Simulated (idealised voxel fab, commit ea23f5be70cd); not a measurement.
The name of this process module is voxel wiring stack.
Square cell edge 5 nm, section width 190 nm, ID cut.
In this document a cross-section is written as a grid of square cells. It is given as a series of bands, listed from the top down, and a band is one or more rows of cells.
Per band: top height and bottom height in nm, followed by the left-to-right materials and their widths in nm; "throughout" marks a single material spanning edge to edge, "air" marks empty space.
A quick word on heights: they are counted from 0, and under that level the wafer as it came to us is one material throughout. The lowest band is different from the rest in having no bottom; it simply continues downward, written as in "0 and below".
The notation "30..40" denotes a width that varies across the rows of cells in the band, beginning at the first number in the top row, finishing at the second number in the bottom row, and changing by an identical amount from each row to the next.
Take "remained the same" at face value: in the step it is given for, the cross-section changed in none of its cells.
Basically, "Enclosed voids" tells you about the enclosed voids: empty spaces with no open way to the top, 8 cells or bigger, each written width x height at distance, where distance is from the left edge, all in nm.
Read whatever lies past the settings on a step's line as the simulator's own remark about the step.
On any step carrying a mask, the "overlay nm" setting, if present on the step's line, tells how far right of its planned place the mask lay; negative values point to the left.
Structure of the following material. The material consists of pairs of cross-sections. Each pair comprises the cross-section before one process step and the cross-section after that step, the latter shown only down to the lowest band that changed. The step between the cross-sections is specified beneath each pair, including its settings. Pairs are not necessarily consecutive: they may derive from different runs of this module performed on the same starting wafer. Continuity with the pair above is to be assumed only where the entry headed "Pre-process cross-section" of the pair in question states it.
## Pre-process cross-section
  95 down to 80  air (40), aC (25), air (15), aC (25), air (15), aC (25), air (45)
  80 down to 60  SiO2 throughout
  60 down to 55  SiN throughout
  55 down to 45  SiO2 (40), TiN (5), W (5), TiN (5), SiO2 (25), TiN (5), W (5), TiN (5), SiO2 (25), TiN (5), W (5), TiN (5), SiO2 (55)
  45 down to 40  SiCN (40), TiN (15), SiCN (25), TiN (15), SiCN (25), TiN (15), SiCN (55)
  40 down to 15  SiO2 (35), SiCN (5), Ru (25), SiCN (5), SiO2 (5), SiCN (5), Ru (25), SiCN (5), SiO2 (5), SiCN (5), Ru (25), SiCN (5), SiO2 (40)
  15 down to 10  SiCN (40), TiN (25), SiCN (15), TiN (25), SiCN (15), TiN (25), SiCN (45)
  10 down to 0  SiO2 throughout
  0 and below  Si throughout
  Enclosed voids: none
## Structure After Step
  95 down to 80  air (40), aC (25), air (15), aC (25), air (15), aC (25), air (45)
  80 down to 60  air (40), SiO2 (25), air (15), SiO2 (25), air (15), SiO2 (25), air (45)
  Beneath the level 60, the cross-section is identical to its previous state.
  Enclosed voids: none
Link between the two cross-sections above: op DIRECTIONAL_ETCH | etch materials SiO2 | depth nm 20
Pre-process cross-section: as in the pair right above, post-step view.
## Structure After Step
  95 down to 80  air (40), aC (25), air (15), aC (25), air (15), aC (25), air (45)
  80 down to 60  air (40), SiO2 (25), air (15), SiO2 (25), air (15), SiO2 (25), air (45)
  60 down to 55  air (40), SiN (25), air (15), SiN (25), air (15), SiN (25), air (45)
  Beneath the level 55, the cross-section is identical to its previous state.
  Enclosed voids: none
Link between the two cross-sections above: op DIRECTIONAL_ETCH | etch materials SiN | depth nm 5
Pre-process cross-section: as in the pair right above, post-step view.
## Structure After Step
  80 down to 60  air (40), SiO2 (25), air (15), SiO2 (25), air (15), SiO2 (25), air (45)
  Beneath the level 60, the cross-section is identical to its previous state.
  Enclosed voids: none
Link between the two cross-sections above: op STRIP | etch materials aC
Pre-process cross-section: as in the pair right above, post-step view.
## Structure After Step
  85 down to 80  air (35), TiN (35), air (5), TiN (35), air (5), TiN (35), air (40)
  80 down to 60  air (35), TiN (5), SiO2 (25), TiN (5), air (5), TiN (5), SiO2 (25), TiN (5), air (5), TiN (5), SiO2 (25), TiN (5), air (40)
  60 down to 55  TiN (40), SiN (25), TiN (15), SiN (25), TiN (15), SiN (25), TiN (45)
  Beneath the level 55, the cross-section is identical to its previous state.
  Enclosed voids: none
Link between the two cross-sections above: op CONFORMAL_DEP | material TiN | thk nm 5
Pre-process cross-section: as in the pair right above, post-step view.
## Structure After Step
  95 down to 85  Cu throughout
  85 down to 80  Cu (35), TiN (35), Cu (5), TiN (35), Cu (5), TiN (35), Cu (40)
  80 down to 60  Cu (35), TiN (5), SiO2 (25), TiN (5), Cu (5), TiN (5), SiO2 (25), TiN (5), Cu (5), TiN (5), SiO2 (25), TiN (5), Cu (40)
  Beneath the level 60, the cross-section is identical to its previous state.
  Enclosed voids: none
Link between the two cross-sections above: op FILL_DEP | material Cu | thk nm 10
Pre-process cross-section: as in the pair right above, post-step view.
## Structure After Step
  80 down to 60  Cu (35), TiN (5), SiO2 (25), TiN (5), Cu (5), TiN (5), SiO2 (25), TiN (5), Cu (5), TiN (5), SiO2 (25), TiN (5), Cu (40)
  Beneath the level 60, the cross-section is identical to its previous state.
  Enclosed voids: none
Link between the two cross-sections above: op CMP | height nm 80
Pre-process cross-section: as in the pair right above, post-step view.
## Structure After Step
  85 down to 80  Ru (45), air (15), Ru (25), air (15), Ru (25), air (15), Ru (50)
  Beneath the level 80, the cross-section is identical to its previous state.
  Enclosed voids: none
Link between the two cross-sections above: op EPI | material Ru | thk nm 5
Pre-process cross-section: as in the pair right above, post-step view.
## Structure After Step
  90 down to 85  SiCN throughout
  85 down to 80  Ru (45), SiCN (15), Ru (25), SiCN (15), Ru (25), SiCN (15), Ru (50)
  Beneath the level 80, the cross-section is identical to its previous state.
  Enclosed voids: none
Link between the two cross-sections above: op FILL_DEP | material SiCN | thk nm 5
